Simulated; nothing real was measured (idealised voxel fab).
Process module in this document: voxel self aligned vias
Square cell edge 5 nm, section width 190 nm, ID cut.
We lay out every cross-section as a grid of square cells and spell it out in bands from the top down, where one band means one or more rows of cells. A band entry consists of two parts. The first gives the height of the band's top and the height of its bottom, in nm. The rest lists the band's materials from left to right, each with its width in nm. A single material labelled with the word "everywhere" fills the band from edge to edge, and the word "blank" marks empty space. Beneath 0, the wafer as received is one material, and that level is where height counting begins. The lowest band goes on downward without a bottom; it is written like "top 0, no bottom". Width: "30 to 40" (first number = top row, second number = bottom row, same change from row to row of cells). Step note "remained the same" = no cross-section cell changed. "Closed void roster" enumerates empty spaces isolated from the top, with no open way to it, that contain at least 8 cells, giving each as width x height at distance from the left edge, all three in nm. Past the settings on a step's line: simulator remark, on that step. Regarding "overlay nm": on a step with a mask, it is the distance the mask lay to the right of its planned place; a negative value places it to the left.

-- Steps planned for the process
1: RECEIVE: material Si
2: CONFORMAL_DEP: material SiO2, thk nm 10
3: CONFORMAL_DEP: material SiCN, thk nm 5
4: DIRECTIONAL_DEP: material lowk, thk nm 30
5: DIRECTIONAL_DEP: material aC, thk nm 10
6: PATTERN: tone open, mask id LINES, material resist, width nm 30, pitch nm 80, thk nm 25, overlay nm 0
7: DIRECTIONAL_ETCH: etch materials aC, depth nm 10
8: STRIP: etch materials resist
9: DIRECTIONAL_ETCH: etch materials lowk, depth nm 30
10: STRIP: etch materials aC
11: CONFORMAL_DEP: material TiN, thk nm 5
12: FILL_DEP: material Ru, thk nm 5
13: CMP: height nm 45
14: SELECTIVE_ETCH: etch materials W Ru TiN, depth nm 10
15: FILL_DEP: material SiN, thk nm 5
16: CMP: height nm 45
17: DIRECTIONAL_DEP: material lowk, thk nm 20
18: DIRECTIONAL_DEP: material aC, thk nm 10
19: PATTERN: tone open, mask id VIAS, material resist, width nm 50, pitch nm 80, thk nm 25, overlay nm 0
20: DIRECTIONAL_ETCH: etch materials aC, depth nm 10
21: STRIP: etch materials resist
22: DIRECTIONAL_ETCH: etch materials lowk, depth nm 20
23: DIRECTIONAL_ETCH: etch materials SiN, depth nm 10
24: STRIP: etch materials aC
25: CONFORMAL_DEP: material TiN, thk nm 5
26: FILL_DEP: material W, thk nm 5
27: CMP: height nm 65
28: CONFORMAL_DEP: material SiCN, thk nm 5

-- The first of the two wafers, which ran as planned

-- This is the cross-section of the wafer as we received it, i.e. after step 1
	top 0, no bottom = Si everywhere
	Closed void roster: none

-- Step 2 done - wafer cross-section
	top 10, bottom 0 = SiO2 everywhere
	Everything under 0 stays put, no change at all.

-- Step 3 done - wafer cross-section
	top 15, bottom 10 = SiCN everywhere
	Everything under 10 stays put, no change at all.

-- Step 4 done - wafer cross-section
	top 45, bottom 15 = lowk everywhere
	Everything under 15 stays put, no change at all.

-- Step 5 done - wafer cross-section
	top 55, bottom 45 = aC everywhere
	Everything under 45 stays put, no change at all.

-- Step 6 done - wafer cross-section
	top 80, bottom 55 = resist: 40  blank: 30  resist: 50  blank: 30  resist: 40
	Everything under 55 stays put, no change at all.

-- Step 7 done - wafer cross-section
	top 70, bottom 55 = resist: 40  blank: 30  resist: 50  blank: 30  resist: 40
	top 55, bottom 45 = aC: 40  blank: 30  aC: 50  blank: 30  aC: 40
	Everything under 45 stays put, no change at all.

-- Step 8 done - wafer cross-section
	top 55, bottom 45 = aC: 40  blank: 30  aC: 50  blank: 30  aC: 40
	Everything under 45 stays put, no change at all.

-- Step 9 done - wafer cross-section
	top 55, bottom 45 = aC: 40  blank: 30  aC: 50  blank: 30  aC: 40
	top 45, bottom 15 = lowk: 40  blank: 30  lowk: 50  blank: 30  lowk: 40
	Everything under 15 stays put, no change at all.

-- Step 10 done - wafer cross-section
	top 45, bottom 15 = lowk: 40  blank: 30  lowk: 50  blank: 30  lowk: 40
	Everything under 15 stays put, no change at all.

-- Step 11 done - wafer cross-section
	top 50, bottom 45 = TiN: 45  blank: 20  TiN: 60  blank: 20  TiN: 45
	top 45, bottom 20 = lowk: 40  TiN: 5  blank: 20  TiN: 5  lowk: 50  TiN: 5  blank: 20  TiN: 5  lowk: 40
	top 20, bottom 15 = lowk: 40  TiN: 30  lowk: 50  TiN: 30  lowk: 40
	Everything under 15 stays put, no change at all.

-- Step 12 done - wafer cross-section
	top 55, bottom 50 = Ru everywhere
	top 50, bottom 45 = TiN: 45  Ru: 20  TiN: 60  Ru: 20  TiN: 45
	top 45, bottom 20 = lowk: 40  TiN: 5  Ru: 20  TiN: 5  lowk: 50  TiN: 5  Ru: 20  TiN: 5  lowk: 40
	Everything under 20 stays put, no change at all.

-- Step 13 done - wafer cross-section
	top 45, bottom 20 = lowk: 40  TiN: 5  Ru: 20  TiN: 5  lowk: 50  TiN: 5  Ru: 20  TiN: 5  lowk: 40
	Everything under 20 stays put, no change at all.

-- Step 14 done - wafer cross-section
	top 45, bottom 35 = lowk: 40  blank: 30  lowk: 50  blank: 30  lowk: 40
	Everything under 35 stays put, no change at all.

-- Step 15 done - wafer cross-section
	top 50, bottom 45 = SiN everywhere
	top 45, bottom 35 = lowk: 40  SiN: 30  lowk: 50  SiN: 30  lowk: 40
	Everything under 35 stays put, no change at all.

-- Step 16 done - wafer cross-section
	top 45, bottom 35 = lowk: 40  SiN: 30  lowk: 50  SiN: 30  lowk: 40
	Everything under 35 stays put, no change at all.

-- Step 17 done - wafer cross-section
	top 65, bottom 45 = lowk everywhere
	Everything under 45 stays put, no change at all.

-- Step 18 done - wafer cross-section
	top 75, bottom 65 = aC everywhere
	Everything under 65 stays put, no change at all.

-- Step 19 done - wafer cross-section
	top 100, bottom 75 = resist: 30  blank: 50  resist: 30  blank: 50  resist: 30
	Everything under 75 stays put, no change at all.

-- Step 20 done - wafer cross-section
	top 90, bottom 75 = resist: 30  blank: 50  resist: 30  blank: 50  resist: 30
	top 75, bottom 65 = aC: 30  blank: 50  aC: 30  blank: 50  aC: 30
	Everything under 65 stays put, no change at all.

-- Step 21 done - wafer cross-section
	top 75, bottom 65 = aC: 30  blank: 50  aC: 30  blank: 50  aC: 30
	Everything under 65 stays put, no change at all.

-- Step 22 done - wafer cross-section
	top 75, bottom 65 = aC: 30  blank: 50  aC: 30  blank: 50  aC: 30
	top 65, bottom 45 = lowk: 30  blank: 50  lowk: 30  blank: 50  lowk: 30
	Everything under 45 stays put, no change at all.

-- Step 23 done - wafer cross-section
	top 75, bottom 65 = aC: 30  blank: 50  aC: 30  blank: 50  aC: 30
	top 65, bottom 45 = lowk: 30  blank: 50  lowk: 30  blank: 50  lowk: 30
	top 45, bottom 35 = lowk: 40  blank: 30  lowk: 50  blank: 30  lowk: 40
	Everything under 35 stays put, no change at all.

-- Step 24 done - wafer cross-section
	top 65, bottom 45 = lowk: 30  blank: 50  lowk: 30  blank: 50  lowk: 30
	Everything under 45 stays put, no change at all.

-- Step 25 done - wafer cross-section
	top 70, bottom 65 = TiN: 35  blank: 40  TiN: 40  blank: 40  TiN: 35
	top 65, bottom 50 = lowk: 30  TiN: 5  blank: 40  TiN: 5  lowk: 30  TiN: 5  blank: 40  TiN: 5  lowk: 30
	top 50, bottom 40 = lowk: 30 to 40  TiN: 15 to 5  blank: 20  TiN: 15 to 5  lowk: 30 to 50  TiN: 15 to 5  blank: 20  TiN: 15 to 5  lowk: 30 to 40
	top 40, bottom 35 = lowk: 40  TiN: 30  lowk: 50  TiN: 30  lowk: 40
	Everything under 35 stays put, no change at all.

-- Step 26 done - wafer cross-section
	top 75, bottom 70 = W everywhere
	top 70, bottom 65 = TiN: 35  W: 40  TiN: 40  W: 40  TiN: 35
	top 65, bottom 50 = lowk: 30  TiN: 5  W: 40  TiN: 5  lowk: 30  TiN: 5  W: 40  TiN: 5  lowk: 30
	top 50, bottom 40 = lowk: 30 to 40  TiN: 15 to 5  W: 20  TiN: 15 to 5  lowk: 30 to 50  TiN: 15 to 5  W: 20  TiN: 15 to 5  lowk: 30 to 40
	Everything under 40 stays put, no change at all.

-- Step 27 done - wafer cross-section
	top 65, bottom 50 = lowk: 30  TiN: 5  W: 40  TiN: 5  lowk: 30  TiN: 5  W: 40  TiN: 5  lowk: 30
	Everything under 50 stays put, no change at all.

-- Step 28 done - wafer cross-section
	top 70, bottom 65 = SiCN everywhere
	Everything under 65 stays put, no change at all.

-- Wafer two. Same start, same plan, one slip in execution. Same as wafer one through step 2, inclusive

Cross-section, second wafer, at the end time the plan gives for step 3: remained the same

-- Cross-section, second wafer, at the end time the plan gives for step 4
	top 40, bottom 10 = lowk everywhere
	Everything under 10 stays put, no change at all.

-- Cross-section, second wafer, at the end time the plan gives for step 5
	top 50, bottom 40 = aC everywhere
	Everything under 40 stays put, no change at all.

-- Cross-section, second wafer, at the end time the plan gives for step 6
	top 75, bottom 50 = resist: 40  blank: 30  resist: 50  blank: 30  resist: 40
	Everything under 50 stays put, no change at all.

-- Cross-section, second wafer, at the end time the plan gives for step 7
	top 65, bottom 50 = resist: 40  blank: 30  resist: 50  blank: 30  resist: 40
	top 50, bottom 40 = aC: 40  blank: 30  aC: 50  blank: 30  aC: 40
	Everything under 40 stays put, no change at all.

-- Cross-section, second wafer, at the end time the plan gives for step 8
	top 50, bottom 40 = aC: 40  blank: 30  aC: 50  blank: 30  aC: 40
	Everything under 40 stays put, no change at all.

-- Cross-section, second wafer, at the end time the plan gives for step 9
	top 50, bottom 40 = aC: 40  blank: 30  aC: 50  blank: 30  aC: 40
	top 40, bottom 10 = lowk: 40  blank: 30  lowk: 50  blank: 30  lowk: 40
	Everything under 10 stays put, no change at all.

-- Cross-section, second wafer, at the end time the plan gives for step 10
	top 40, bottom 10 = lowk: 40  blank: 30  lowk: 50  blank: 30  lowk: 40
	Everything under 10 stays put, no change at all.

-- Cross-section, second wafer, at the end time the plan gives for step 11
	top 45, bottom 40 = TiN: 45  blank: 20  TiN: 60  blank: 20  TiN: 45
	top 40, bottom 15 = lowk: 40  TiN: 5  blank: 20  TiN: 5  lowk: 50  TiN: 5  blank: 20  TiN: 5  lowk: 40
	top 15, bottom 10 = lowk: 40  TiN: 30  lowk: 50  TiN: 30  lowk: 40
	Everything under 10 stays put, no change at all.

-- Cross-section, second wafer, at the end time the plan gives for step 12
	top 50, bottom 45 = Ru everywhere
	top 45, bottom 40 = TiN: 45  Ru: 20  TiN: 60  Ru: 20  TiN: 45
	top 40, bottom 15 = lowk: 40  TiN: 5  Ru: 20  TiN: 5  lowk: 50  TiN: 5  Ru: 20  TiN: 5  lowk: 40
	Everything under 15 stays put, no change at all.

-- Cross-section, second wafer, at the end time the plan gives for step 13
	top 45, bottom 40 = TiN: 45  Ru: 20  TiN: 60  Ru: 20  TiN: 45
	Everything under 40 stays put, no change at all.

-- Cross-section, second wafer, at the end time the plan gives for step 14
	top 40, bottom 35 = lowk: 40  blank: 30  lowk: 50  blank: 30  lowk: 40
	Everything under 35 stays put, no change at all.

-- Cross-section, second wafer, at the end time the plan gives for step 15
	top 45, bottom 40 = SiN everywhere
	top 40, bottom 35 = lowk: 40  SiN: 30  lowk: 50  SiN: 30  lowk: 40
	Everything under 35 stays put, no change at all.

Cross-section, second wafer, at the end time the plan gives for step 16: remained the same

-- Cross-section, second wafer, at the end time the plan gives for step 17
	top 65, bottom 45 = lowk everywhere
	Everything under 45 stays put, no change at all.

-- Cross-section, second wafer, at the end time the plan gives for step 18
	top 75, bottom 65 = aC everywhere
	Everything under 65 stays put, no change at all.

-- Cross-section, second wafer, at the end time the plan gives for step 19
	top 100, bottom 75 = resist: 30  blank: 50  resist: 30  blank: 50  resist: 30
	Everything under 75 stays put, no change at all.

-- Cross-section, second wafer, at the end time the plan gives for step 20
	top 90, bottom 75 = resist: 30  blank: 50  resist: 30  blank: 50  resist: 30
	top 75, bottom 65 = aC: 30  blank: 50  aC: 30  blank: 50  aC: 30
	Everything under 65 stays put, no change at all.

-- Cross-section, second wafer, at the end time the plan gives for step 21
	top 75, bottom 65 = aC: 30  blank: 50  aC: 30  blank: 50  aC: 30
	Everything under 65 stays put, no change at all.

-- Cross-section, second wafer, at the end time the plan gives for step 22
	top 75, bottom 65 = aC: 30  blank: 50  aC: 30  blank: 50  aC: 30
	top 65, bottom 45 = lowk: 30  blank: 50  lowk: 30  blank: 50  lowk: 30
	Everything under 45 stays put, no change at all.

-- Cross-section, second wafer, at the end time the plan gives for step 23
	top 75, bottom 65 = aC: 30  blank: 50  aC: 30  blank: 50  aC: 30
	top 65, bottom 45 = lowk: 30  blank: 50  lowk: 30  blank: 50  lowk: 30
	top 45, bottom 40 = SiN: 30  blank: 50  SiN: 30  blank: 50  SiN: 30
	top 40, bottom 35 = lowk: 40  blank: 30  lowk: 50  blank: 30  lowk: 40
	Everything under 35 stays put, no change at all.

-- Cross-section, second wafer, at the end time the plan gives for step 24
	top 65, bottom 45 = lowk: 30  blank: 50  lowk: 30  blank: 50  lowk: 30
	Everything under 45 stays put, no change at all.

-- Cross-section, second wafer, at the end time the plan gives for step 25
	top 70, bottom 65 = TiN: 35  blank: 40  TiN: 40  blank: 40  TiN: 35
	top 65, bottom 45 = lowk: 30  TiN: 5  blank: 40  TiN: 5  lowk: 30  TiN: 5  blank: 40  TiN: 5  lowk: 30
	top 45, bottom 40 = SiN: 30  TiN: 15  blank: 20  TiN: 15  SiN: 30  TiN: 15  blank: 20  TiN: 15  SiN: 30
	top 40, bottom 35 = lowk: 40  TiN: 30  lowk: 50  TiN: 30  lowk: 40
	Everything under 35 stays put, no change at all.

-- Cross-section, second wafer, at the end time the plan gives for step 26
	top 75, bottom 70 = W everywhere
	top 70, bottom 65 = TiN: 35  W: 40  TiN: 40  W: 40  TiN: 35
	top 65, bottom 45 = lowk: 30  TiN: 5  W: 40  TiN: 5  lowk: 30  TiN: 5  W: 40  TiN: 5  lowk: 30
	top 45, bottom 40 = SiN: 30  TiN: 15  W: 20  TiN: 15  SiN: 30  TiN: 15  W: 20  TiN: 15  SiN: 30
	Everything under 40 stays put, no change at all.

-- Cross-section, second wafer, at the end time the plan gives for step 27
	top 65, bottom 45 = lowk: 30  TiN: 5  W: 40  TiN: 5  lowk: 30  TiN: 5  W: 40  TiN: 5  lowk: 30
	Everything under 45 stays put, no change at all.

-- Cross-section, second wafer, at the end time the plan gives for step 28
	top 70, bottom 65 = SiCN everywhere
	Everything under 65 stays put, no change at all.
What broke from the plan during processing? step 3 was left out
End check, counted in cells, second wafer has more or fewer of these materials than the first: Ru: 8 more, SiCN: 38 fewer, SiN: 18 more, TiN: 4 more, W: 8 more
